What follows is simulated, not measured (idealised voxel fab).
Process module heading - voxel wiring stack
In the cross-section labelled cut, the width is 275 nm and each square cell is 5 nm.
How to read a cross-section here: the picture is a grid of square cells, written as bands going from the top down, and any band can span one or more rows of cells. A band entry consists of two parts. The first gives the height of the band's top and the height of its bottom, in nm. The rest lists the band's materials from left to right, each with its width in nm. A single material labelled with the word "throughout" fills the band from edge to edge, and the word "blank" marks empty space. We count height from 0. Below that, the starting wafer is all one material. The lowest band never ends at the bottom but goes on down; see "0 nm and below" for how that is written. A width such as "30 to 40" changes by the same amount from each row of cells to the next, from the band's top row to its bottom row. "identical to before" for a step: no cell of the cross-section changed in that step. What "Sealed void listing" gives you is every empty space of 8 cells or more that is cut off from the top. Each appears as width x height at distance, with the distance taken from the left edge and width, height and distance all in nm. Past the settings on a step's line: simulator remark, on that step. When a step includes a mask, the "overlay nm" setting on its line states how far to the right of its planned place that mask lay, and negative values state how far to the left.

## These are the steps we planned for the process
1 RECEIVE (material Si)
2 CONFORMAL_DEP (material SiO2; thk nm 10)
3 CONFORMAL_DEP (material SiN; thk nm 5)
4 DIRECTIONAL_DEP (material lowk; thk nm 15)
5 MASKED_ETCH (tone open; mask id METAL_1; width nm 30; pitch nm 60; etch materials lowk; depth nm 15; overlay nm 0)
6 MASKED_ETCH (tone open; mask id METAL_1; width nm 30; pitch nm 60; etch materials SiN; depth nm 5; overlay nm 0)
7 CONFORMAL_DEP (material TiN; thk nm 5)
8 FILL_DEP (material W; thk nm 10)
9 CMP (height nm 30)
10 CONFORMAL_DEP (material SiCN; thk nm 5)
11 DIRECTIONAL_DEP (material lowk; thk nm 10)
12 DIRECTIONAL_DEP (material aC; thk nm 15)
13 PATTERN (tone open; mask id PLUG_1; material resist; width nm 15; pitch nm 120; thk nm 35; overlay nm 0)
14 DIRECTIONAL_ETCH (etch materials aC; depth nm 15)
15 STRIP (etch materials resist)
16 DIRECTIONAL_ETCH (etch materials lowk; depth nm 10)
17 DIRECTIONAL_ETCH (etch materials SiCN; depth nm 5)
18 STRIP (etch materials aC)
19 CONFORMAL_DEP (material TiN; thk nm 5)
20 FILL_DEP (material Ru; thk nm 5)
21 CMP (height nm 45)
22 DIRECTIONAL_DEP (material TiN; thk nm 5)
23 DIRECTIONAL_DEP (material W; thk nm 15)
24 MASKED_ETCH (tone cover; mask id METAL_2; width nm 30; pitch nm 60; etch materials W; depth nm 15; overlay nm 0)
25 MASKED_ETCH (tone cover; mask id METAL_2; width nm 30; pitch nm 60; etch materials TiN; depth nm 5; overlay nm 0)
26 CONFORMAL_DEP (material SiCN; thk nm 5)
27 FILL_DEP (material SiO2; thk nm 5)
28 CMP (height nm 65)
29 CONFORMAL_DEP (material SiCN; thk nm 5)
30 DIRECTIONAL_DEP (material SiO2; thk nm 25)
31 DIRECTIONAL_DEP (material aC; thk nm 15)
32 PATTERN (tone open; mask id METAL_3_HOLES; material resist; width nm 15; pitch nm 60; thk nm 35; overlay nm 0)
33 DIRECTIONAL_ETCH (etch materials aC; depth nm 15)
34 STRIP (etch materials resist)
35 DIRECTIONAL_ETCH (etch materials SiO2; depth nm 25)
36 STRIP (etch materials aC)
37 DIRECTIONAL_DEP (material aC; thk nm 10)
38 PATTERN (tone open; mask id METAL_3; material resist; width nm 30; pitch nm 60; thk nm 30; overlay nm 0)
39 DIRECTIONAL_ETCH (etch materials aC; depth nm 10)
40 STRIP (etch materials resist)
41 DIRECTIONAL_ETCH (etch materials SiO2; depth nm 15)
42 DIRECTIONAL_ETCH (etch materials SiCN; depth nm 5)
43 STRIP (etch materials aC)
44 CONFORMAL_DEP (material TiN; thk nm 5)
45 FILL_DEP (material Cu; thk nm 5)
46 CMP (height nm 95)
47 CONFORMAL_DEP (material SiCN; thk nm 5)

## Below: the first of two wafers, run as planned

## Received-state cross-section, reflecting completion of step 1
0 nm and below = Si throughout
Sealed void listing: none

## Wafer xsec, post step 2
10 nm to 0 nm = SiO2 throughout
Whatever lies below 0 is exactly as it was before.

## Wafer xsec, post step 3
15 nm to 10 nm = SiN throughout
Whatever lies below 10 is exactly as it was before.

## Wafer xsec, post step 4
30 nm to 15 nm = lowk throughout
Whatever lies below 15 is exactly as it was before.

## Wafer xsec, post step 5
30 nm to 15 nm = lowk 30, blank 30, lowk 30, blank 30, lowk 30, blank 30, lowk 30, blank 30, lowk 35
Whatever lies below 15 is exactly as it was before.

## Wafer xsec, post step 6
30 nm to 15 nm = lowk 30, blank 30, lowk 30, blank 30, lowk 30, blank 30, lowk 30, blank 30, lowk 35
15 nm to 10 nm = SiN 30, blank 30, SiN 30, blank 30, SiN 30, blank 30, SiN 30, blank 30, SiN 35
Whatever lies below 10 is exactly as it was before.

## Wafer xsec, post step 7
35 nm to 30 nm = TiN 35, blank 20, TiN 40, blank 20, TiN 40, blank 20, TiN 40, blank 20, TiN 40
30 nm to 15 nm = lowk 30, TiN 5, blank 20, TiN 5, lowk 30, TiN 5, blank 20, TiN 5, lowk 30, TiN 5, blank 20, TiN 5, lowk 30, TiN 5, blank 20, TiN 5, lowk 35
15 nm to 10 nm = SiN 30, TiN 30, SiN 30, TiN 30, SiN 30, TiN 30, SiN 30, TiN 30, SiN 35
Whatever lies below 10 is exactly as it was before.

## Wafer xsec, post step 8
45 nm to 35 nm = W throughout
35 nm to 30 nm = TiN 35, W 20, TiN 40, W 20, TiN 40, W 20, TiN 40, W 20, TiN 40
30 nm to 15 nm = lowk 30, TiN 5, W 20, TiN 5, lowk 30, TiN 5, W 20, TiN 5, lowk 30, TiN 5, W 20, TiN 5, lowk 30, TiN 5, W 20, TiN 5, lowk 35
Whatever lies below 15 is exactly as it was before.

## Wafer xsec, post step 9
30 nm to 15 nm = lowk 30, TiN 5, W 20, TiN 5, lowk 30, TiN 5, W 20, TiN 5, lowk 30, TiN 5, W 20, TiN 5, lowk 30, TiN 5, W 20, TiN 5, lowk 35
Whatever lies below 15 is exactly as it was before.

## Wafer xsec, post step 10
35 nm to 30 nm = SiCN throughout
Whatever lies below 30 is exactly as it was before.

## Wafer xsec, post step 11
45 nm to 35 nm = lowk throughout
Whatever lies below 35 is exactly as it was before.

## Wafer xsec, post step 12
60 nm to 45 nm = aC throughout
Whatever lies below 45 is exactly as it was before.

## Wafer xsec, post step 13
95 nm to 60 nm = resist 30, blank 15, resist 105, blank 15, resist 110
Whatever lies below 60 is exactly as it was before.

## Wafer xsec, post step 14
80 nm to 60 nm = resist 30, blank 15, resist 105, blank 15, resist 110
60 nm to 45 nm = aC 30, blank 15, aC 105, blank 15, aC 110
Whatever lies below 45 is exactly as it was before.

## Wafer xsec, post step 15
60 nm to 45 nm = aC 30, blank 15, aC 105, blank 15, aC 110
Whatever lies below 45 is exactly as it was before.

## Wafer xsec, post step 16
60 nm to 45 nm = aC 30, blank 15, aC 105, blank 15, aC 110
45 nm to 35 nm = lowk 30, blank 15, lowk 105, blank 15, lowk 110
Whatever lies below 35 is exactly as it was before.

## Wafer xsec, post step 17
60 nm to 45 nm = aC 30, blank 15, aC 105, blank 15, aC 110
45 nm to 35 nm = lowk 30, blank 15, lowk 105, blank 15, lowk 110
35 nm to 30 nm = SiCN 30, blank 15, SiCN 105, blank 15, SiCN 110
Whatever lies below 30 is exactly as it was before.

## Wafer xsec, post step 18
45 nm to 35 nm = lowk 30, blank 15, lowk 105, blank 15, lowk 110
Whatever lies below 35 is exactly as it was before.

## Wafer xsec, post step 19
50 nm to 45 nm = TiN 35, blank 5, TiN 115, blank 5, TiN 115
45 nm to 35 nm = lowk 30, TiN 5, blank 5, TiN 5, lowk 105, TiN 5, blank 5, TiN 5, lowk 110
35 nm to 30 nm = SiCN 30, TiN 15, SiCN 105, TiN 15, SiCN 110
Whatever lies below 30 is exactly as it was before.

## Wafer xsec, post step 20
55 nm to 50 nm = Ru throughout
50 nm to 45 nm = TiN 35, Ru 5, TiN 115, Ru 5, TiN 115
45 nm to 35 nm = lowk 30, TiN 5, Ru 5, TiN 5, lowk 105, TiN 5, Ru 5, TiN 5, lowk 110
Whatever lies below 35 is exactly as it was before.

## Wafer xsec, post step 21
45 nm to 35 nm = lowk 30, TiN 5, Ru 5, TiN 5, lowk 105, TiN 5, Ru 5, TiN 5, lowk 110
Whatever lies below 35 is exactly as it was before.

## Wafer xsec, post step 22
50 nm to 45 nm = TiN throughout
Whatever lies below 45 is exactly as it was before.

## Wafer xsec, post step 23
65 nm to 50 nm = W throughout
Whatever lies below 50 is exactly as it was before.

## Wafer xsec, post step 24
65 nm to 50 nm = blank 30, W 30, blank 30, W 30, blank 30, W 30, blank 30, W 30, blank 35
Whatever lies below 50 is exactly as it was before.

## Wafer xsec, post step 25
65 nm to 50 nm = blank 30, W 30, blank 30, W 30, blank 30, W 30, blank 30, W 30, blank 35
50 nm to 45 nm = blank 30, TiN 30, blank 30, TiN 30, blank 30, TiN 30, blank 30, TiN 30, blank 35
Whatever lies below 45 is exactly as it was before.

## Wafer xsec, post step 26
70 nm to 65 nm = blank 25, SiCN 40, blank 20, SiCN 40, blank 20, SiCN 40, blank 20, SiCN 40, blank 30
65 nm to 50 nm = blank 25, SiCN 5, W 30, SiCN 5, blank 20, SiCN 5, W 30, SiCN 5, blank 20, SiCN 5, W 30, SiCN 5, blank 20, SiCN 5, W 30, SiCN 5, blank 30
50 nm to 45 nm = SiCN 30, TiN 30, SiCN 30, TiN 30, SiCN 30, TiN 30, SiCN 30, TiN 30, SiCN 35
Whatever lies below 45 is exactly as it was before.

## Wafer xsec, post step 27
75 nm to 70 nm = SiO2 throughout
70 nm to 65 nm = SiO2 25, SiCN 40, SiO2 20, SiCN 40, SiO2 20, SiCN 40, SiO2 20, SiCN 40, SiO2 30
65 nm to 50 nm = SiO2 25, SiCN 5, W 30, SiCN 5, SiO2 20, SiCN 5, W 30, SiCN 5, SiO2 20, SiCN 5, W 30, SiCN 5, SiO2 20, SiCN 5, W 30, SiCN 5, SiO2 30
Whatever lies below 50 is exactly as it was before.

## Wafer xsec, post step 28
65 nm to 50 nm = SiO2 25, SiCN 5, W 30, SiCN 5, SiO2 20, SiCN 5, W 30, SiCN 5, SiO2 20, SiCN 5, W 30, SiCN 5, SiO2 20, SiCN 5, W 30, SiCN 5, SiO2 30
Whatever lies below 50 is exactly as it was before.

## Wafer xsec, post step 29
70 nm to 65 nm = SiCN throughout
Whatever lies below 65 is exactly as it was before.

## Wafer xsec, post step 30
95 nm to 70 nm = SiO2 throughout
Whatever lies below 70 is exactly as it was before.

## Wafer xsec, post step 31
110 nm to 95 nm = aC throughout
Whatever lies below 95 is exactly as it was before.

## Wafer xsec, post step 32
145 nm to 110 nm = resist 30, blank 15, resist 45, blank 15, resist 45, blank 15, resist 45, blank 15, resist 50
Whatever lies below 110 is exactly as it was before.

## Wafer xsec, post step 33
130 nm to 110 nm = resist 30, blank 15, resist 45, blank 15, resist 45, blank 15, resist 45, blank 15, resist 50
110 nm to 95 nm = aC 30, blank 15, aC 45, blank 15, aC 45, blank 15, aC 45, blank 15, aC 50
Whatever lies below 95 is exactly as it was before.

## Wafer xsec, post step 34
110 nm to 95 nm = aC 30, blank 15, aC 45, blank 15, aC 45, blank 15, aC 45, blank 15, aC 50
Whatever lies below 95 is exactly as it was before.

## Wafer xsec, post step 35
110 nm to 95 nm = aC 30, blank 15, aC 45, blank 15, aC 45, blank 15, aC 45, blank 15, aC 50
95 nm to 70 nm = SiO2 30, blank 15, SiO2 45, blank 15, SiO2 45, blank 15, SiO2 45, blank 15, SiO2 50
Whatever lies below 70 is exactly as it was before.

## Wafer xsec, post step 36
95 nm to 70 nm = SiO2 30, blank 15, SiO2 45, blank 15, SiO2 45, blank 15, SiO2 45, blank 15, SiO2 50
Whatever lies below 70 is exactly as it was before.

## Wafer xsec, post step 37
105 nm to 95 nm = aC 30, blank 15, aC 45, blank 15, aC 45, blank 15, aC 45, blank 15, aC 50
95 nm to 80 nm = SiO2 30, blank 15, SiO2 45, blank 15, SiO2 45, blank 15, SiO2 45, blank 15, SiO2 50
80 nm to 70 nm = SiO2 30, aC 15, SiO2 45, aC 15, SiO2 45, aC 15, SiO2 45, aC 15, SiO2 50
Whatever lies below 70 is exactly as it was before.

## Wafer xsec, post step 38
135 nm to 105 nm = resist 30, blank 30, resist 30, blank 30, resist 30, blank 30, resist 30, blank 30, resist 35
Whatever lies below 105 is exactly as it was before.

## Wafer xsec, post step 39
125 nm to 105 nm = resist 30, blank 30, resist 30, blank 30, resist 30, blank 30, resist 30, blank 30, resist 35
105 nm to 95 nm = aC 30, blank 30, aC 30, blank 30, aC 30, blank 30, aC 30, blank 30, aC 35
95 nm to 70 nm = SiO2 30, blank 15, SiO2 45, blank 15, SiO2 45, blank 15, SiO2 45, blank 15, SiO2 50
Whatever lies below 70 is exactly as it was before.

## Wafer xsec, post step 40
105 nm to 95 nm = aC 30, blank 30, aC 30, blank 30, aC 30, blank 30, aC 30, blank 30, aC 35
Whatever lies below 95 is exactly as it was before.

## Wafer xsec, post step 41
105 nm to 95 nm = aC 30, blank 30, aC 30, blank 30, aC 30, blank 30, aC 30, blank 30, aC 35
95 nm to 80 nm = SiO2 30, blank 30, SiO2 30, blank 30, SiO2 30, blank 30, SiO2 30, blank 30, SiO2 35
Whatever lies below 80 is exactly as it was before.

## Wafer xsec, post step 42
105 nm to 95 nm = aC 30, blank 30, aC 30, blank 30, aC 30, blank 30, aC 30, blank 30, aC 35
95 nm to 80 nm = SiO2 30, blank 30, SiO2 30, blank 30, SiO2 30, blank 30, SiO2 30, blank 30, SiO2 35
80 nm to 70 nm = SiO2 30, blank 15, SiO2 45, blank 15, SiO2 45, blank 15, SiO2 45, blank 15, SiO2 50
70 nm to 65 nm = SiCN 30, blank 15, SiCN 45, blank 15, SiCN 45, blank 15, SiCN 45, blank 15, SiCN 50
Whatever lies below 65 is exactly as it was before.

## Wafer xsec, post step 43
95 nm to 80 nm = SiO2 30, blank 30, SiO2 30, blank 30, SiO2 30, blank 30, SiO2 30, blank 30, SiO2 35
Whatever lies below 80 is exactly as it was before.

## Wafer xsec, post step 44
100 nm to 95 nm = TiN 35, blank 20, TiN 40, blank 20, TiN 40, blank 20, TiN 40, blank 20, TiN 40
95 nm to 85 nm = SiO2 30, TiN 5, blank 20, TiN 5, SiO2 30, TiN 5, blank 20, TiN 5, SiO2 30, TiN 5, blank 20, TiN 5, SiO2 30, TiN 5, blank 20, TiN 5, SiO2 35
85 nm to 80 nm = SiO2 30, TiN 5, blank 5, TiN 20, SiO2 30, TiN 5, blank 5, TiN 20, SiO2 30, TiN 5, blank 5, TiN 20, SiO2 30, TiN 5, blank 5, TiN 20, SiO2 35
80 nm to 70 nm = SiO2 30, TiN 5, blank 5, TiN 5, SiO2 45, TiN 5, blank 5, TiN 5, SiO2 45, TiN 5, blank 5, TiN 5, SiO2 45, TiN 5, blank 5, TiN 5, SiO2 50
70 nm to 65 nm = SiCN 30, TiN 15, SiCN 45, TiN 15, SiCN 45, TiN 15, SiCN 45, TiN 15, SiCN 50
Whatever lies below 65 is exactly as it was before.

## Wafer xsec, post step 45
105 nm to 100 nm = Cu throughout
100 nm to 95 nm = TiN 35, Cu 20, TiN 40, Cu 20, TiN 40, Cu 20, TiN 40, Cu 20, TiN 40
95 nm to 85 nm = SiO2 30, TiN 5, Cu 20, TiN 5, SiO2 30, TiN 5, Cu 20, TiN 5, SiO2 30, TiN 5, Cu 20, TiN 5, SiO2 30, TiN 5, Cu 20, TiN 5, SiO2 35
85 nm to 80 nm = SiO2 30, TiN 5, Cu 5, TiN 20, SiO2 30, TiN 5, Cu 5, TiN 20, SiO2 30, TiN 5, Cu 5, TiN 20, SiO2 30, TiN 5, Cu 5, TiN 20, SiO2 35
80 nm to 70 nm = SiO2 30, TiN 5, Cu 5, TiN 5, SiO2 45, TiN 5, Cu 5, TiN 5, SiO2 45, TiN 5, Cu 5, TiN 5, SiO2 45, TiN 5, Cu 5, TiN 5, SiO2 50
Whatever lies below 70 is exactly as it was before.

## Wafer xsec, post step 46
95 nm to 85 nm = SiO2 30, TiN 5, Cu 20, TiN 5, SiO2 30, TiN 5, Cu 20, TiN 5, SiO2 30, TiN 5, Cu 20, TiN 5, SiO2 30, TiN 5, Cu 20, TiN 5, SiO2 35
Whatever lies below 85 is exactly as it was before.

## Wafer xsec, post step 47
100 nm to 95 nm = SiCN throughout
Whatever lies below 95 is exactly as it was before.

## Companion wafer, the second of two: same beginning, same intended sequence, one mistake in carrying it out; through step 21 inclusive it tracks the first exactly

## Cross-section of the second wafer at the time by which step 22 should have been completed according to the plan
60 nm to 45 nm = W throughout
Whatever lies below 45 is exactly as it was before.

## Cross-section of the second wafer at the time by which step 23 should have been completed according to the plan
65 nm to 60 nm = TiN throughout
Whatever lies below 60 is exactly as it was before.

Cross-section of the second wafer at the time by which step 24 should have been completed according to the plan: identical to before

## Cross-section of the second wafer at the time by which step 25 should have been completed according to the plan
65 nm to 60 nm = blank 30, TiN 30, blank 30, TiN 30, blank 30, TiN 30, blank 30, TiN 30, blank 35
Whatever lies below 60 is exactly as it was before.

## Cross-section of the second wafer at the time by which step 26 should have been completed according to the plan
70 nm to 65 nm = blank 25, SiCN 40, blank 20, SiCN 40, blank 20, SiCN 40, blank 20, SiCN 40, blank 30
65 nm to 60 nm = SiCN 30, TiN 30, SiCN 30, TiN 30, SiCN 30, TiN 30, SiCN 30, TiN 30, SiCN 35
Whatever lies below 60 is exactly as it was before.

## Cross-section of the second wafer at the time by which step 27 should have been completed according to the plan
75 nm to 70 nm = SiO2 throughout
70 nm to 65 nm = SiO2 25, SiCN 40, SiO2 20, SiCN 40, SiO2 20, SiCN 40, SiO2 20, SiCN 40, SiO2 30
Whatever lies below 65 is exactly as it was before.

## Cross-section of the second wafer at the time by which step 28 should have been completed according to the plan
65 nm to 60 nm = SiCN 30, TiN 30, SiCN 30, TiN 30, SiCN 30, TiN 30, SiCN 30, TiN 30, SiCN 35
Whatever lies below 60 is exactly as it was before.

## Cross-section of the second wafer at the time by which step 29 should have been completed according to the plan
70 nm to 65 nm = SiCN throughout
Whatever lies below 65 is exactly as it was before.

## Cross-section of the second wafer at the time by which step 30 should have been completed according to the plan
95 nm to 70 nm = SiO2 throughout
Whatever lies below 70 is exactly as it was before.

## Cross-section of the second wafer at the time by which step 31 should have been completed according to the plan
110 nm to 95 nm = aC throughout
Whatever lies below 95 is exactly as it was before.

## Cross-section of the second wafer at the time by which step 32 should have been completed according to the plan
145 nm to 110 nm = resist 30, blank 15, resist 45, blank 15, resist 45, blank 15, resist 45, blank 15, resist 50
Whatever lies below 110 is exactly as it was before.

## Cross-section of the second wafer at the time by which step 33 should have been completed according to the plan
130 nm to 110 nm = resist 30, blank 15, resist 45, blank 15, resist 45, blank 15, resist 45, blank 15, resist 50
110 nm to 95 nm = aC 30, blank 15, aC 45, blank 15, aC 45, blank 15, aC 45, blank 15, aC 50
Whatever lies below 95 is exactly as it was before.

## Cross-section of the second wafer at the time by which step 34 should have been completed according to the plan
110 nm to 95 nm = aC 30, blank 15, aC 45, blank 15, aC 45, blank 15, aC 45, blank 15, aC 50
Whatever lies below 95 is exactly as it was before.

## Cross-section of the second wafer at the time by which step 35 should have been completed according to the plan
110 nm to 95 nm = aC 30, blank 15, aC 45, blank 15, aC 45, blank 15, aC 45, blank 15, aC 50
95 nm to 70 nm = SiO2 30, blank 15, SiO2 45, blank 15, SiO2 45, blank 15, SiO2 45, blank 15, SiO2 50
Whatever lies below 70 is exactly as it was before.

## Cross-section of the second wafer at the time by which step 36 should have been completed according to the plan
95 nm to 70 nm = SiO2 30, blank 15, SiO2 45, blank 15, SiO2 45, blank 15, SiO2 45, blank 15, SiO2 50
Whatever lies below 70 is exactly as it was before.

## Cross-section of the second wafer at the time by which step 37 should have been completed according to the plan
105 nm to 95 nm = aC 30, blank 15, aC 45, blank 15, aC 45, blank 15, aC 45, blank 15, aC 50
95 nm to 80 nm = SiO2 30, blank 15, SiO2 45, blank 15, SiO2 45, blank 15, SiO2 45, blank 15, SiO2 50
80 nm to 70 nm = SiO2 30, aC 15, SiO2 45, aC 15, SiO2 45, aC 15, SiO2 45, aC 15, SiO2 50
Whatever lies below 70 is exactly as it was before.

## Cross-section of the second wafer at the time by which step 38 should have been completed according to the plan
135 nm to 105 nm = resist 30, blank 30, resist 30, blank 30, resist 30, blank 30, resist 30, blank 30, resist 35
Whatever lies below 105 is exactly as it was before.

## Cross-section of the second wafer at the time by which step 39 should have been completed according to the plan
125 nm to 105 nm = resist 30, blank 30, resist 30, blank 30, resist 30, blank 30, resist 30, blank 30, resist 35
105 nm to 95 nm = aC 30, blank 30, aC 30, blank 30, aC 30, blank 30, aC 30, blank 30, aC 35
95 nm to 70 nm = SiO2 30, blank 15, SiO2 45, blank 15, SiO2 45, blank 15, SiO2 45, blank 15, SiO2 50
Whatever lies below 70 is exactly as it was before.

## Cross-section of the second wafer at the time by which step 40 should have been completed according to the plan
105 nm to 95 nm = aC 30, blank 30, aC 30, blank 30, aC 30, blank 30, aC 30, blank 30, aC 35
Whatever lies below 95 is exactly as it was before.

## Cross-section of the second wafer at the time by which step 41 should have been completed according to the plan
105 nm to 95 nm = aC 30, blank 30, aC 30, blank 30, aC 30, blank 30, aC 30, blank 30, aC 35
95 nm to 80 nm = SiO2 30, blank 30, SiO2 30, blank 30, SiO2 30, blank 30, SiO2 30, blank 30, SiO2 35
Whatever lies below 80 is exactly as it was before.

## Cross-section of the second wafer at the time by which step 42 should have been completed according to the plan
105 nm to 95 nm = aC 30, blank 30, aC 30, blank 30, aC 30, blank 30, aC 30, blank 30, aC 35
95 nm to 80 nm = SiO2 30, blank 30, SiO2 30, blank 30, SiO2 30, blank 30, SiO2 30, blank 30, SiO2 35
80 nm to 70 nm = SiO2 30, blank 15, SiO2 45, blank 15, SiO2 45, blank 15, SiO2 45, blank 15, SiO2 50
70 nm to 65 nm = SiCN 30, blank 15, SiCN 45, blank 15, SiCN 45, blank 15, SiCN 45, blank 15, SiCN 50
Whatever lies below 65 is exactly as it was before.

## Cross-section of the second wafer at the time by which step 43 should have been completed according to the plan
95 nm to 80 nm = SiO2 30, blank 30, SiO2 30, blank 30, SiO2 30, blank 30, SiO2 30, blank 30, SiO2 35
Whatever lies below 80 is exactly as it was before.

## Cross-section of the second wafer at the time by which step 44 should have been completed according to the plan
100 nm to 95 nm = TiN 35, blank 20, TiN 40, blank 20, TiN 40, blank 20, TiN 40, blank 20, TiN 40
95 nm to 85 nm = SiO2 30, TiN 5, blank 20, TiN 5, SiO2 30, TiN 5, blank 20, TiN 5, SiO2 30, TiN 5, blank 20, TiN 5, SiO2 30, TiN 5, blank 20, TiN 5, SiO2 35
85 nm to 80 nm = SiO2 30, TiN 5, blank 5, TiN 20, SiO2 30, TiN 5, blank 5, TiN 20, SiO2 30, TiN 5, blank 5, TiN 20, SiO2 30, TiN 5, blank 5, TiN 20, SiO2 35
80 nm to 70 nm = SiO2 30, TiN 5, blank 5, TiN 5, SiO2 45, TiN 5, blank 5, TiN 5, SiO2 45, TiN 5, blank 5, TiN 5, SiO2 45, TiN 5, blank 5, TiN 5, SiO2 50
70 nm to 60 nm = SiCN 30, TiN 15 to 30, SiCN 45 to 30, TiN 15 to 30, SiCN 45 to 30, TiN 15 to 30, SiCN 45 to 30, TiN 15 to 30, SiCN 50 to 35
Whatever lies below 60 is exactly as it was before.

## Cross-section of the second wafer at the time by which step 45 should have been completed according to the plan
105 nm to 100 nm = Cu throughout
100 nm to 95 nm = TiN 35, Cu 20, TiN 40, Cu 20, TiN 40, Cu 20, TiN 40, Cu 20, TiN 40
95 nm to 85 nm = SiO2 30, TiN 5, Cu 20, TiN 5, SiO2 30, TiN 5, Cu 20, TiN 5, SiO2 30, TiN 5, Cu 20, TiN 5, SiO2 30, TiN 5, Cu 20, TiN 5, SiO2 35
85 nm to 80 nm = SiO2 30, TiN 5, Cu 5, TiN 20, SiO2 30, TiN 5, Cu 5, TiN 20, SiO2 30, TiN 5, Cu 5, TiN 20, SiO2 30, TiN 5, Cu 5, TiN 20, SiO2 35
80 nm to 70 nm = SiO2 30, TiN 5, Cu 5, TiN 5, SiO2 45, TiN 5, Cu 5, TiN 5, SiO2 45, TiN 5, Cu 5, TiN 5, SiO2 45, TiN 5, Cu 5, TiN 5, SiO2 50
Whatever lies below 70 is exactly as it was before.

## Cross-section of the second wafer at the time by which step 46 should have been completed according to the plan
95 nm to 85 nm = SiO2 30, TiN 5, Cu 20, TiN 5, SiO2 30, TiN 5, Cu 20, TiN 5, SiO2 30, TiN 5, Cu 20, TiN 5, SiO2 30, TiN 5, Cu 20, TiN 5, SiO2 35
Whatever lies below 85 is exactly as it was before.

## Cross-section of the second wafer at the time by which step 47 should have been completed according to the plan
100 nm to 95 nm = SiCN throughout
Whatever lies below 95 is exactly as it was before.
The mistake made against the process plan was this: a sequencing error occurred in which plan steps 22 and 23 were transposed
The closing comparison, in cells, has the second wafer with more or fewer of some materials than the first: -24 SiCN, -69 SiO2, +93 W
